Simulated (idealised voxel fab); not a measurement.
Presented below is a process module, voxel transistor to metal.
cross-section cut | 200 nm wide | cells 5 nm
Each cross-section below is a grid of square cells, stated as bands in top-down order, with one or more rows of cells making up each band.
Look at the band entry: it leads with the top's height and the bottom's height in nm. Then it lists the materials left to right, with a width in nm for each. The word "edge to edge" on a single material says that material fills the band edge to edge. The word "air" is empty space.
Height 0 is the level under which the wafer as received is all one material. The lowest band goes on downwards, as in "z 0 and below".
The notation "30..40" denotes a width that varies across the rows of cells in the band, beginning at the first number in the top row, finishing at the second number in the bottom row, and changing by an identical amount from each row to the next.
It should be understood that the words "nothing was modified", when stated for a given step, signify that the cross-section underwent no change in any of its cells during that step.
Heads up: "Sealed cavities" only lists the empty pockets with no open path to the top that are 8 cells or more, and it writes them as width x height at distance, distance from the left edge, in nm.
Past the settings on a step's line: simulator remark, on that step.
You can add "overlay nm" to a step's line. For a step with a mask, it describes how far the mask lay to the right of its planned position, and a negative number describes a lay to the left.
**The steps planned for the process are as follows**
- 1: RECEIVE,material Si
- 2: CONFORMAL_DEP,material SiO2,thk nm 5
- 3: CONFORMAL_DEP,material SiN,thk nm 10
- 4: PATTERN,tone cover,mask id ACTIVE,material resist,width nm 120,thk nm 15,overlay nm 0
- 5: DIRECTIONAL_ETCH,etch materials SiN,depth nm 10
- 6: DIRECTIONAL_ETCH,etch materials SiO2,depth nm 5
- 7: DIRECTIONAL_ETCH,etch materials Si,depth nm 20
- 8: STRIP,etch materials resist
- 9: OXIDIZE,depth nm 5
- 10: FILL_DEP,material SiO2,thk nm 10
- 11: CMP,height nm 15
- 12: SELECTIVE_ETCH,etch materials SiO2,depth nm 10
- 13: STRIP,etch materials SiN
- 14: SELECTIVE_ETCH,etch materials SiO2,depth nm 5
- 15: OXIDIZE,depth nm 5
- 16: DIRECTIONAL_DEP,material polySi,thk nm 30
- 17: DIRECTIONAL_DEP,material SiCN,thk nm 15
- 18: DIRECTIONAL_DEP,material aC,thk nm 15
- 19: PATTERN,tone cover,mask id GATE,material resist,width nm 20,thk nm 35,overlay nm 0
- 20: DIRECTIONAL_ETCH,etch materials aC,depth nm 15
- 21: STRIP,etch materials resist
- 22: DIRECTIONAL_ETCH,etch materials SiCN,depth nm 25
- 23: DIRECTIONAL_ETCH,etch materials polySi,depth nm 40
- 24: STRIP,etch materials aC
- 25: CONFORMAL_DEP,material SiO2,thk nm 5
- 26: DIRECTIONAL_ETCH,etch materials SiO2,depth nm 5
- 27: CONFORMAL_DEP,material SiN,thk nm 5
- 28: DIRECTIONAL_ETCH,etch materials SiN,depth nm 5
- 29: DIRECTIONAL_ETCH,etch materials SiO2,depth nm 5
- 30: DIRECTIONAL_ETCH,etch materials Si,depth nm 5
- 31: EPI,material nSi,thk nm 5
- 32: FILL_DEP,material SiO2,thk nm 5
- 33: CMP,height nm 45
- 34: DIRECTIONAL_DEP,material SiO2,thk nm 15
- 35: DIRECTIONAL_DEP,material aC,thk nm 15
- 36: PATTERN,tone open,mask id CONTACT,material resist,width nm 20,pitch nm 80,thk nm 30,overlay nm 0
- 37: DIRECTIONAL_ETCH,etch materials aC,depth nm 15
- 38: STRIP,etch materials resist
- 39: DIRECTIONAL_ETCH,etch materials SiO2,depth nm 65
- 40: STRIP,etch materials aC
- 41: CONFORMAL_DEP,material TiN,thk nm 5
- 42: FILL_DEP,material W,thk nm 10
- 43: CMP,height nm 60
- 44: DIRECTIONAL_DEP,material TiN,thk nm 5
- 45: DIRECTIONAL_DEP,material Ru,thk nm 20
- 46: PATTERN,tone cover,mask id METAL_1,material resist,width nm 20,pitch nm 80,thk nm 20,overlay nm 0
- 47: DIRECTIONAL_ETCH,etch materials Ru,depth nm 20
- 48: DIRECTIONAL_ETCH,etch materials TiN,depth nm 5
- 49: STRIP,etch materials resist
- 50: FILL_DEP,material lowk,thk nm 10
- 51: CMP,height nm 85
- 52: CONFORMAL_DEP,material SiCN,thk nm 5
**The following pertains to the first of two wafers, which was processed as planned**
**Cross-section of the incoming wafer, state after step 1**
    z 0 and below  Si edge to edge
    Sealed cavities: none
**Wafer after step 2 (cross-section)**
    z 5 to 0  SiO2 edge to edge
    At heights below 0, the structure remains unaltered.
**Wafer after step 3 (cross-section)**
    z 15 to 5  SiN edge to edge
    At heights below 5, the structure remains unaltered.
**Wafer after step 4 (cross-section)**
    z 30 to 15  air 40 / resist 120 / air 40
    At heights below 15, the structure remains unaltered.
**Wafer after step 5 (cross-section)**
    z 30 to 15  air 40 / resist 120 / air 40
    z 15 to 5  air 40 / SiN 120 / air 40
    At heights below 5, the structure remains unaltered.
**Wafer after step 6 (cross-section)**
    z 30 to 15  air 40 / resist 120 / air 40
    z 15 to 5  air 40 / SiN 120 / air 40
    z 5 to 0  air 40 / SiO2 120 / air 40
    At heights below 0, the structure remains unaltered.
**Wafer after step 7 (cross-section)**
    z 30 to 15  air 40 / resist 120 / air 40
    z 15 to 5  air 40 / SiN 120 / air 40
    z 5 to 0  air 40 / SiO2 120 / air 40
    z 0 to -20  air 40 / Si 120 / air 40
    At heights below -20, the structure remains unaltered.
**Wafer after step 8 (cross-section)**
    z 15 to 5  air 40 / SiN 120 / air 40
    At heights below 5, the structure remains unaltered.
**Wafer after step 9 (cross-section)**
    z 15 to 5  air 40 / SiN 120 / air 40
    z 5 to 0  air 40 / SiO2 120 / air 40
    z 0 to -20  air 40 / SiO2 5 / Si 110 / SiO2 5 / air 40
    z -20 to -25  SiO2 45 / Si 110 / SiO2 45
    At heights below -25, the structure remains unaltered.
**Wafer after step 10 (cross-section)**
    z 25 to 15  SiO2 edge to edge
    z 15 to 5  SiO2 40 / SiN 120 / SiO2 40
    z 5 to 0  SiO2 edge to edge
    z 0 to -25  SiO2 45 / Si 110 / SiO2 45
    At heights below -25, the structure remains unaltered.
**Wafer after step 11 (cross-section)**
    z 15 to 5  SiO2 40 / SiN 120 / SiO2 40
    At heights below 5, the structure remains unaltered.
**Wafer after step 12 (cross-section)**
    z 15 to 5  air 40 / SiN 120 / air 40
    At heights below 5, the structure remains unaltered.
**Wafer after step 13 (cross-section)**
    z 5 to 0  SiO2 edge to edge
    At heights below 0, the structure remains unaltered.
**Wafer after step 14 (cross-section)**
    z 0 to -25  SiO2 45 / Si 110 / SiO2 45
    At heights below -25, the structure remains unaltered.
**Wafer after step 15 (cross-section)**
    z 0 to -5  SiO2 edge to edge
    At heights below -5, the structure remains unaltered.
**Wafer after step 16 (cross-section)**
    z 30 to 0  polySi edge to edge
    At heights below 0, the structure remains unaltered.
**Wafer after step 17 (cross-section)**
    z 45 to 30  SiCN edge to edge
    At heights below 30, the structure remains unaltered.
**Wafer after step 18 (cross-section)**
    z 60 to 45  aC edge to edge
    At heights below 45, the structure remains unaltered.
**Wafer after step 19 (cross-section)**
    z 95 to 60  air 90 / resist 20 / air 90
    At heights below 60, the structure remains unaltered.
**Wafer after step 20 (cross-section)**
    z 80 to 60  air 90 / resist 20 / air 90
    z 60 to 45  air 90 / aC 20 / air 90
    At heights below 45, the structure remains unaltered.
**Wafer after step 21 (cross-section)**
    z 60 to 45  air 90 / aC 20 / air 90
    At heights below 45, the structure remains unaltered.
**Wafer after step 22 (cross-section)**
    z 60 to 45  air 90 / aC 20 / air 90
    z 45 to 30  air 90 / SiCN 20 / air 90
    At heights below 30, the structure remains unaltered.
**Wafer after step 23 (cross-section)**
    z 60 to 45  air 90 / aC 20 / air 90
    z 45 to 30  air 90 / SiCN 20 / air 90
    z 30 to 0  air 90 / polySi 20 / air 90
    At heights below 0, the structure remains unaltered.
**Wafer after step 24 (cross-section)**
    z 45 to 30  air 90 / SiCN 20 / air 90
    At heights below 30, the structure remains unaltered.
**Wafer after step 25 (cross-section)**
    z 50 to 45  air 85 / SiO2 30 / air 85
    z 45 to 30  air 85 / SiO2 5 / SiCN 20 / SiO2 5 / air 85
    z 30 to 5  air 85 / SiO2 5 / polySi 20 / SiO2 5 / air 85
    z 5 to 0  SiO2 90 / polySi 20 / SiO2 90
    At heights below 0, the structure remains unaltered.
**Wafer after step 26 (cross-section)**
    z 45 to 30  air 85 / SiO2 5 / SiCN 20 / SiO2 5 / air 85
    z 30 to 0  air 85 / SiO2 5 / polySi 20 / SiO2 5 / air 85
    At heights below 0, the structure remains unaltered.
**Wafer after step 27 (cross-section)**
    z 50 to 45  air 80 / SiN 40 / air 80
    z 45 to 30  air 80 / SiN 5 / SiO2 5 / SiCN 20 / SiO2 5 / SiN 5 / air 80
    z 30 to 5  air 80 / SiN 5 / SiO2 5 / polySi 20 / SiO2 5 / SiN 5 / air 80
    z 5 to 0  SiN 85 / SiO2 5 / polySi 20 / SiO2 5 / SiN 85
    At heights below 0, the structure remains unaltered.
**Wafer after step 28 (cross-section)**
    z 45 to 30  air 80 / SiN 5 / SiO2 5 / SiCN 20 / SiO2 5 / SiN 5 / air 80
    z 30 to 0  air 80 / SiN 5 / SiO2 5 / polySi 20 / SiO2 5 / SiN 5 / air 80
    At heights below 0, the structure remains unaltered.
**Wafer after step 29 (cross-section)**
    z 45 to 40  air 80 / SiN 5 / air 5 / SiCN 20 / air 5 / SiN 5 / air 80
    z 40 to 30  air 80 / SiN 5 / SiO2 5 / SiCN 20 / SiO2 5 / SiN 5 / air 80
    z 30 to 0  air 80 / SiN 5 / SiO2 5 / polySi 20 / SiO2 5 / SiN 5 / air 80
    z 0 to -5  air 80 / SiO2 40 / air 80
    At heights below -5, the structure remains unaltered.
**Wafer after step 30 (cross-section)**
    z 45 to 40  air 80 / SiN 5 / air 5 / SiCN 20 / air 5 / SiN 5 / air 80
    z 40 to 30  air 80 / SiN 5 / SiO2 5 / SiCN 20 / SiO2 5 / SiN 5 / air 80
    z 30 to 0  air 80 / SiN 5 / SiO2 5 / polySi 20 / SiO2 5 / SiN 5 / air 80
    z 0 to -5  air 80 / SiO2 40 / air 80
    z -5 to -10  SiO2 45 / air 35 / Si 40 / air 35 / SiO2 45
    At heights below -10, the structure remains unaltered.
**Wafer after step 31 (cross-section)**
    z 45 to 40  air 80 / SiN 5 / air 5 / SiCN 20 / air 5 / SiN 5 / air 80
    z 40 to 30  air 80 / SiN 5 / SiO2 5 / SiCN 20 / SiO2 5 / SiN 5 / air 80
    z 30 to 0  air 80 / SiN 5 / SiO2 5 / polySi 20 / SiO2 5 / SiN 5 / air 80
    z 0 to -5  air 75 / nSi 5 / SiO2 40 / nSi 5 / air 75
    z -5 to -10  SiO2 45 / nSi 35 / Si 40 / nSi 35 / SiO2 45
    At heights below -10, the structure remains unaltered.
**Wafer after step 32 (cross-section)**
    z 50 to 45  SiO2 edge to edge
    z 45 to 30  SiO2 80 / SiN 5 / SiO2 5 / SiCN 20 / SiO2 5 / SiN 5 / SiO2 80
    z 30 to 0  SiO2 80 / SiN 5 / SiO2 5 / polySi 20 / SiO2 5 / SiN 5 / SiO2 80
    z 0 to -5  SiO2 75 / nSi 5 / SiO2 40 / nSi 5 / SiO2 75
    At heights below -5, the structure remains unaltered.
**Wafer after step 33 (cross-section)**
    z 45 to 30  SiO2 80 / SiN 5 / SiO2 5 / SiCN 20 / SiO2 5 / SiN 5 / SiO2 80
    At heights below 30, the structure remains unaltered.
**Wafer after step 34 (cross-section)**
    z 60 to 45  SiO2 edge to edge
    At heights below 45, the structure remains unaltered.
**Wafer after step 35 (cross-section)**
    z 75 to 60  aC edge to edge
    At heights below 60, the structure remains unaltered.
**Wafer after step 36 (cross-section)**
    z 105 to 75  resist 50 / air 20 / resist 60 / air 20 / resist 50
    At heights below 75, the structure remains unaltered.
**Wafer after step 37 (cross-section)**
    z 90 to 75  resist 50 / air 20 / resist 60 / air 20 / resist 50
    z 75 to 60  aC 50 / air 20 / aC 60 / air 20 / aC 50
    At heights below 60, the structure remains unaltered.
**Wafer after step 38 (cross-section)**
    z 75 to 60  aC 50 / air 20 / aC 60 / air 20 / aC 50
    At heights below 60, the structure remains unaltered.
**Wafer after step 39 (cross-section)**
    z 75 to 60  aC 50 / air 20 / aC 60 / air 20 / aC 50
    z 60 to 45  SiO2 50 / air 20 / SiO2 60 / air 20 / SiO2 50
    z 45 to 30  SiO2 50 / air 20 / SiO2 10 / SiN 5 / SiO2 5 / SiCN 20 / SiO2 5 / SiN 5 / SiO2 10 / air 20 / SiO2 50
    z 30 to 0  SiO2 50 / air 20 / SiO2 10 / SiN 5 / SiO2 5 / polySi 20 / SiO2 5 / SiN 5 / SiO2 10 / air 20 / SiO2 50
    z 0 to -5  SiO2 50 / air 20 / SiO2 5 / nSi 5 / SiO2 40 / nSi 5 / SiO2 5 / air 20 / SiO2 50
    At heights below -5, the structure remains unaltered.
**Wafer after step 40 (cross-section)**
    z 60 to 45  SiO2 50 / air 20 / SiO2 60 / air 20 / SiO2 50
    At heights below 45, the structure remains unaltered.
**Wafer after step 41 (cross-section)**
    z 65 to 60  TiN 55 / air 10 / TiN 70 / air 10 / TiN 55
    z 60 to 45  SiO2 50 / TiN 5 / air 10 / TiN 5 / SiO2 60 / TiN 5 / air 10 / TiN 5 / SiO2 50
    z 45 to 30  SiO2 50 / TiN 5 / air 10 / TiN 5 / SiO2 10 / SiN 5 / SiO2 5 / SiCN 20 / SiO2 5 / SiN 5 / SiO2 10 / TiN 5 / air 10 / TiN 5 / SiO2 50
    z 30 to 0  SiO2 50 / TiN 5 / air 10 / TiN 5 / SiO2 10 / SiN 5 / SiO2 5 / polySi 20 / SiO2 5 / SiN 5 / SiO2 10 / TiN 5 / air 10 / TiN 5 / SiO2 50
    z 0 to -5  SiO2 50 / TiN 20 / SiO2 5 / nSi 5 / SiO2 40 / nSi 5 / SiO2 5 / TiN 20 / SiO2 50
    At heights below -5, the structure remains unaltered.
**Wafer after step 42 (cross-section)**
    z 75 to 65  W edge to edge
    z 65 to 60  TiN 55 / W 10 / TiN 70 / W 10 / TiN 55
    z 60 to 45  SiO2 50 / TiN 5 / W 10 / TiN 5 / SiO2 60 / TiN 5 / W 10 / TiN 5 / SiO2 50
    z 45 to 30  SiO2 50 / TiN 5 / W 10 / TiN 5 / SiO2 10 / SiN 5 / SiO2 5 / SiCN 20 / SiO2 5 / SiN 5 / SiO2 10 / TiN 5 / W 10 / TiN 5 / SiO2 50
    z 30 to 0  SiO2 50 / TiN 5 / W 10 / TiN 5 / SiO2 10 / SiN 5 / SiO2 5 / polySi 20 / SiO2 5 / SiN 5 / SiO2 10 / TiN 5 / W 10 / TiN 5 / SiO2 50
    At heights below 0, the structure remains unaltered.
**Wafer after step 43 (cross-section)**
    z 60 to 45  SiO2 50 / TiN 5 / W 10 / TiN 5 / SiO2 60 / TiN 5 / W 10 / TiN 5 / SiO2 50
    At heights below 45, the structure remains unaltered.
**Wafer after step 44 (cross-section)**
    z 65 to 60  TiN edge to edge
    At heights below 60, the structure remains unaltered.
**Wafer after step 45 (cross-section)**
    z 85 to 65  Ru edge to edge
    At heights below 65, the structure remains unaltered.
**Wafer after step 46 (cross-section)**
    z 105 to 85  air 50 / resist 20 / air 60 / resist 20 / air 50
    At heights below 85, the structure remains unaltered.
**Wafer after step 47 (cross-section)**
    z 105 to 85  air 50 / resist 20 / air 60 / resist 20 / air 50
    z 85 to 65  air 50 / Ru 20 / air 60 / Ru 20 / air 50
    At heights below 65, the structure remains unaltered.
**Wafer after step 48 (cross-section)**
    z 105 to 85  air 50 / resist 20 / air 60 / resist 20 / air 50
    z 85 to 65  air 50 / Ru 20 / air 60 / Ru 20 / air 50
    z 65 to 60  air 50 / TiN 20 / air 60 / TiN 20 / air 50
    At heights below 60, the structure remains unaltered.
**Wafer after step 49 (cross-section)**
    z 85 to 65  air 50 / Ru 20 / air 60 / Ru 20 / air 50
    At heights below 65, the structure remains unaltered.
**Wafer after step 50 (cross-section)**
    z 95 to 85  lowk edge to edge
    z 85 to 65  lowk 50 / Ru 20 / lowk 60 / Ru 20 / lowk 50
    z 65 to 60  lowk 50 / TiN 20 / lowk 60 / TiN 20 / lowk 50
    At heights below 60, the structure remains unaltered.
**Wafer after step 51 (cross-section)**
    z 85 to 65  lowk 50 / Ru 20 / lowk 60 / Ru 20 / lowk 50
    At heights below 65, the structure remains unaltered.
**Wafer after step 52 (cross-section)**
    z 90 to 85  SiCN edge to edge
    At heights below 85, the structure remains unaltered.
**Regarding the second of the two wafers: it shared the first wafer's starting condition and process plan, yet one error occurred during its execution. Its history coincides with that of the first wafer up to and including step 3**
**What the second wafer looks like in cross-section when step 4 should have wrapped up**
    z 30 to 15  air 30 / resist 120 / air 50
    At heights below 15, the structure remains unaltered.
**What the second wafer looks like in cross-section when step 5 should have wrapped up**
    z 30 to 15  air 30 / resist 120 / air 50
    z 15 to 5  air 30 / SiN 120 / air 50
    At heights below 5, the structure remains unaltered.
**What the second wafer looks like in cross-section when step 6 should have wrapped up**
    z 30 to 15  air 30 / resist 120 / air 50
    z 15 to 5  air 30 / SiN 120 / air 50
    z 5 to 0  air 30 / SiO2 120 / air 50
    At heights below 0, the structure remains unaltered.
**What the second wafer looks like in cross-section when step 7 should have wrapped up**
    z 30 to 15  air 30 / resist 120 / air 50
    z 15 to 5  air 30 / SiN 120 / air 50
    z 5 to 0  air 30 / SiO2 120 / air 50
    z 0 to -20  air 30 / Si 120 / air 50
    At heights below -20, the structure remains unaltered.
**What the second wafer looks like in cross-section when step 8 should have wrapped up**
    z 15 to 5  air 30 / SiN 120 / air 50
    At heights below 5, the structure remains unaltered.
**What the second wafer looks like in cross-section when step 9 should have wrapped up**
    z 15 to 5  air 30 / SiN 120 / air 50
    z 5 to 0  air 30 / SiO2 120 / air 50
    z 0 to -20  air 30 / SiO2 5 / Si 110 / SiO2 5 / air 50
    z -20 to -25  SiO2 35 / Si 110 / SiO2 55
    At heights below -25, the structure remains unaltered.
**What the second wafer looks like in cross-section when step 10 should have wrapped up**
    z 25 to 15  SiO2 edge to edge
    z 15 to 5  SiO2 30 / SiN 120 / SiO2 50
    z 5 to 0  SiO2 edge to edge
    z 0 to -25  SiO2 35 / Si 110 / SiO2 55
    At heights below -25, the structure remains unaltered.
**What the second wafer looks like in cross-section when step 11 should have wrapped up**
    z 15 to 5  SiO2 30 / SiN 120 / SiO2 50
    At heights below 5, the structure remains unaltered.
**What the second wafer looks like in cross-section when step 12 should have wrapped up**
    z 15 to 5  air 30 / SiN 120 / air 50
    At heights below 5, the structure remains unaltered.
**What the second wafer looks like in cross-section when step 13 should have wrapped up**
    z 5 to 0  SiO2 edge to edge
    At heights below 0, the structure remains unaltered.
**What the second wafer looks like in cross-section when step 14 should have wrapped up**
    z 0 to -25  SiO2 35 / Si 110 / SiO2 55
    At heights below -25, the structure remains unaltered.
**What the second wafer looks like in cross-section when step 15 should have wrapped up**
    z 0 to -5  SiO2 edge to edge
    At heights below -5, the structure remains unaltered.
**What the second wafer looks like in cross-section when step 16 should have wrapped up**
    z 30 to 0  polySi edge to edge
    At heights below 0, the structure remains unaltered.
**What the second wafer looks like in cross-section when step 17 should have wrapped up**
    z 45 to 30  SiCN edge to edge
    At heights below 30, the structure remains unaltered.
**What the second wafer looks like in cross-section when step 18 should have wrapped up**
    z 60 to 45  aC edge to edge
    At heights below 45, the structure remains unaltered.
**What the second wafer looks like in cross-section when step 19 should have wrapped up**
    z 95 to 60  air 90 / resist 20 / air 90
    At heights below 60, the structure remains unaltered.
**What the second wafer looks like in cross-section when step 20 should have wrapped up**
    z 80 to 60  air 90 / resist 20 / air 90
    z 60 to 45  air 90 / aC 20 / air 90
    At heights below 45, the structure remains unaltered.
**What the second wafer looks like in cross-section when step 21 should have wrapped up**
    z 60 to 45  air 90 / aC 20 / air 90
    At heights below 45, the structure remains unaltered.
**What the second wafer looks like in cross-section when step 22 should have wrapped up**
    z 60 to 45  air 90 / aC 20 / air 90
    z 45 to 30  air 90 / SiCN 20 / air 90
    At heights below 30, the structure remains unaltered.
**What the second wafer looks like in cross-section when step 23 should have wrapped up**
    z 60 to 45  air 90 / aC 20 / air 90
    z 45 to 30  air 90 / SiCN 20 / air 90
    z 30 to 0  air 90 / polySi 20 / air 90
    At heights below 0, the structure remains unaltered.
**What the second wafer looks like in cross-section when step 24 should have wrapped up**
    z 45 to 30  air 90 / SiCN 20 / air 90
    At heights below 30, the structure remains unaltered.
**What the second wafer looks like in cross-section when step 25 should have wrapped up**
    z 50 to 45  air 85 / SiO2 30 / air 85
    z 45 to 30  air 85 / SiO2 5 / SiCN 20 / SiO2 5 / air 85
    z 30 to 5  air 85 / SiO2 5 / polySi 20 / SiO2 5 / air 85
    z 5 to 0  SiO2 90 / polySi 20 / SiO2 90
    At heights below 0, the structure remains unaltered.
**What the second wafer looks like in cross-section when step 26 should have wrapped up**
    z 45 to 30  air 85 / SiO2 5 / SiCN 20 / SiO2 5 / air 85
    z 30 to 0  air 85 / SiO2 5 / polySi 20 / SiO2 5 / air 85
    At heights below 0, the structure remains unaltered.
**What the second wafer looks like in cross-section when step 27 should have wrapped up**
    z 50 to 45  air 80 / SiN 40 / air 80
    z 45 to 30  air 80 / SiN 5 / SiO2 5 / SiCN 20 / SiO2 5 / SiN 5 / air 80
    z 30 to 5  air 80 / SiN 5 / SiO2 5 / polySi 20 / SiO2 5 / SiN 5 / air 80
    z 5 to 0  SiN 85 / SiO2 5 / polySi 20 / SiO2 5 / SiN 85
    At heights below 0, the structure remains unaltered.
**What the second wafer looks like in cross-section when step 28 should have wrapped up**
    z 45 to 30  air 80 / SiN 5 / SiO2 5 / SiCN 20 / SiO2 5 / SiN 5 / air 80
    z 30 to 0  air 80 / SiN 5 / SiO2 5 / polySi 20 / SiO2 5 / SiN 5 / air 80
    At heights below 0, the structure remains unaltered.
**What the second wafer looks like in cross-section when step 29 should have wrapped up**
    z 45 to 40  air 80 / SiN 5 / air 5 / SiCN 20 / air 5 / SiN 5 / air 80
    z 40 to 30  air 80 / SiN 5 / SiO2 5 / SiCN 20 / SiO2 5 / SiN 5 / air 80
    z 30 to 0  air 80 / SiN 5 / SiO2 5 / polySi 20 / SiO2 5 / SiN 5 / air 80
    z 0 to -5  air 80 / SiO2 40 / air 80
    At heights below -5, the structure remains unaltered.
**What the second wafer looks like in cross-section when step 30 should have wrapped up**
    z 45 to 40  air 80 / SiN 5 / air 5 / SiCN 20 / air 5 / SiN 5 / air 80
    z 40 to 30  air 80 / SiN 5 / SiO2 5 / SiCN 20 / SiO2 5 / SiN 5 / air 80
    z 30 to 0  air 80 / SiN 5 / SiO2 5 / polySi 20 / SiO2 5 / SiN 5 / air 80
    z 0 to -5  air 80 / SiO2 40 / air 80
    z -5 to -10  SiO2 35 / air 45 / Si 40 / air 25 / SiO2 55
    At heights below -10, the structure remains unaltered.
**What the second wafer looks like in cross-section when step 31 should have wrapped up**
    z 45 to 40  air 80 / SiN 5 / air 5 / SiCN 20 / air 5 / SiN 5 / air 80
    z 40 to 30  air 80 / SiN 5 / SiO2 5 / SiCN 20 / SiO2 5 / SiN 5 / air 80
    z 30 to 0  air 80 / SiN 5 / SiO2 5 / polySi 20 / SiO2 5 / SiN 5 / air 80
    z 0 to -5  air 75 / nSi 5 / SiO2 40 / nSi 5 / air 75
    z -5 to -10  SiO2 35 / nSi 45 / Si 40 / nSi 25 / SiO2 55
    At heights below -10, the structure remains unaltered.
**What the second wafer looks like in cross-section when step 32 should have wrapped up**
    z 50 to 45  SiO2 edge to edge
    z 45 to 30  SiO2 80 / SiN 5 / SiO2 5 / SiCN 20 / SiO2 5 / SiN 5 / SiO2 80
    z 30 to 0  SiO2 80 / SiN 5 / SiO2 5 / polySi 20 / SiO2 5 / SiN 5 / SiO2 80
    z 0 to -5  SiO2 75 / nSi 5 / SiO2 40 / nSi 5 / SiO2 75
    At heights below -5, the structure remains unaltered.
**What the second wafer looks like in cross-section when step 33 should have wrapped up**
    z 45 to 30  SiO2 80 / SiN 5 / SiO2 5 / SiCN 20 / SiO2 5 / SiN 5 / SiO2 80
    At heights below 30, the structure remains unaltered.
**What the second wafer looks like in cross-section when step 34 should have wrapped up**
    z 60 to 45  SiO2 edge to edge
    At heights below 45, the structure remains unaltered.
**What the second wafer looks like in cross-section when step 35 should have wrapped up**
    z 75 to 60  aC edge to edge
    At heights below 60, the structure remains unaltered.
**What the second wafer looks like in cross-section when step 36 should have wrapped up**
    z 105 to 75  resist 50 / air 20 / resist 60 / air 20 / resist 50
    At heights below 75, the structure remains unaltered.
**What the second wafer looks like in cross-section when step 37 should have wrapped up**
    z 90 to 75  resist 50 / air 20 / resist 60 / air 20 / resist 50
    z 75 to 60  aC 50 / air 20 / aC 60 / air 20 / aC 50
    At heights below 60, the structure remains unaltered.
**What the second wafer looks like in cross-section when step 38 should have wrapped up**
    z 75 to 60  aC 50 / air 20 / aC 60 / air 20 / aC 50
    At heights below 60, the structure remains unaltered.
**What the second wafer looks like in cross-section when step 39 should have wrapped up**
    z 75 to 60  aC 50 / air 20 / aC 60 / air 20 / aC 50
    z 60 to 45  SiO2 50 / air 20 / SiO2 60 / air 20 / SiO2 50
    z 45 to 30  SiO2 50 / air 20 / SiO2 10 / SiN 5 / SiO2 5 / SiCN 20 / SiO2 5 / SiN 5 / SiO2 10 / air 20 / SiO2 50
    z 30 to 0  SiO2 50 / air 20 / SiO2 10 / SiN 5 / SiO2 5 / polySi 20 / SiO2 5 / SiN 5 / SiO2 10 / air 20 / SiO2 50
    z 0 to -5  SiO2 50 / air 20 / SiO2 5 / nSi 5 / SiO2 40 / nSi 5 / SiO2 5 / air 20 / SiO2 50
    At heights below -5, the structure remains unaltered.
**What the second wafer looks like in cross-section when step 40 should have wrapped up**
    z 60 to 45  SiO2 50 / air 20 / SiO2 60 / air 20 / SiO2 50
    At heights below 45, the structure remains unaltered.
**What the second wafer looks like in cross-section when step 41 should have wrapped up**
    z 65 to 60  TiN 55 / air 10 / TiN 70 / air 10 / TiN 55
    z 60 to 45  SiO2 50 / TiN 5 / air 10 / TiN 5 / SiO2 60 / TiN 5 / air 10 / TiN 5 / SiO2 50
    z 45 to 30  SiO2 50 / TiN 5 / air 10 / TiN 5 / SiO2 10 / SiN 5 / SiO2 5 / SiCN 20 / SiO2 5 / SiN 5 / SiO2 10 / TiN 5 / air 10 / TiN 5 / SiO2 50
    z 30 to 0  SiO2 50 / TiN 5 / air 10 / TiN 5 / SiO2 10 / SiN 5 / SiO2 5 / polySi 20 / SiO2 5 / SiN 5 / SiO2 10 / TiN 5 / air 10 / TiN 5 / SiO2 50
    z 0 to -5  SiO2 50 / TiN 20 / SiO2 5 / nSi 5 / SiO2 40 / nSi 5 / SiO2 5 / TiN 20 / SiO2 50
    At heights below -5, the structure remains unaltered.
**What the second wafer looks like in cross-section when step 42 should have wrapped up**
    z 75 to 65  W edge to edge
    z 65 to 60  TiN 55 / W 10 / TiN 70 / W 10 / TiN 55
    z 60 to 45  SiO2 50 / TiN 5 / W 10 / TiN 5 / SiO2 60 / TiN 5 / W 10 / TiN 5 / SiO2 50
    z 45 to 30  SiO2 50 / TiN 5 / W 10 / TiN 5 / SiO2 10 / SiN 5 / SiO2 5 / SiCN 20 / SiO2 5 / SiN 5 / SiO2 10 / TiN 5 / W 10 / TiN 5 / SiO2 50
    z 30 to 0  SiO2 50 / TiN 5 / W 10 / TiN 5 / SiO2 10 / SiN 5 / SiO2 5 / polySi 20 / SiO2 5 / SiN 5 / SiO2 10 / TiN 5 / W 10 / TiN 5 / SiO2 50
    At heights below 0, the structure remains unaltered.
**What the second wafer looks like in cross-section when step 43 should have wrapped up**
    z 60 to 45  SiO2 50 / TiN 5 / W 10 / TiN 5 / SiO2 60 / TiN 5 / W 10 / TiN 5 / SiO2 50
    At heights below 45, the structure remains unaltered.
**What the second wafer looks like in cross-section when step 44 should have wrapped up**
    z 65 to 60  TiN edge to edge
    At heights below 60, the structure remains unaltered.
**What the second wafer looks like in cross-section when step 45 should have wrapped up**
    z 85 to 65  Ru edge to edge
    At heights below 65, the structure remains unaltered.
**What the second wafer looks like in cross-section when step 46 should have wrapped up**
    z 105 to 85  air 50 / resist 20 / air 60 / resist 20 / air 50
    At heights below 85, the structure remains unaltered.
**What the second wafer looks like in cross-section when step 47 should have wrapped up**
    z 105 to 85  air 50 / resist 20 / air 60 / resist 20 / air 50
    z 85 to 65  air 50 / Ru 20 / air 60 / Ru 20 / air 50
    At heights below 65, the structure remains unaltered.
**What the second wafer looks like in cross-section when step 48 should have wrapped up**
    z 105 to 85  air 50 / resist 20 / air 60 / resist 20 / air 50
    z 85 to 65  air 50 / Ru 20 / air 60 / Ru 20 / air 50
    z 65 to 60  air 50 / TiN 20 / air 60 / TiN 20 / air 50
    At heights below 60, the structure remains unaltered.
**What the second wafer looks like in cross-section when step 49 should have wrapped up**
    z 85 to 65  air 50 / Ru 20 / air 60 / Ru 20 / air 50
    At heights below 65, the structure remains unaltered.
**What the second wafer looks like in cross-section when step 50 should have wrapped up**
    z 95 to 85  lowk edge to edge
    z 85 to 65  lowk 50 / Ru 20 / lowk 60 / Ru 20 / lowk 50
    z 65 to 60  lowk 50 / TiN 20 / lowk 60 / TiN 20 / lowk 50
    At heights below 60, the structure remains unaltered.
**What the second wafer looks like in cross-section when step 51 should have wrapped up**
    z 85 to 65  lowk 50 / Ru 20 / lowk 60 / Ru 20 / lowk 50
    At heights below 65, the structure remains unaltered.
**What the second wafer looks like in cross-section when step 52 should have wrapped up**
    z 90 to 85  SiCN edge to edge
    At heights below 85, the structure remains unaltered.
Deviation noted in wafer processing: in deviation from the planned setting, step 4 was conducted as PATTERN,tone cover,mask id ACTIVE,material resist,width nm 120,thk nm 15,overlay nm -10
The two final wafers agree on how many cells each material fills and disagree on which cells those are.
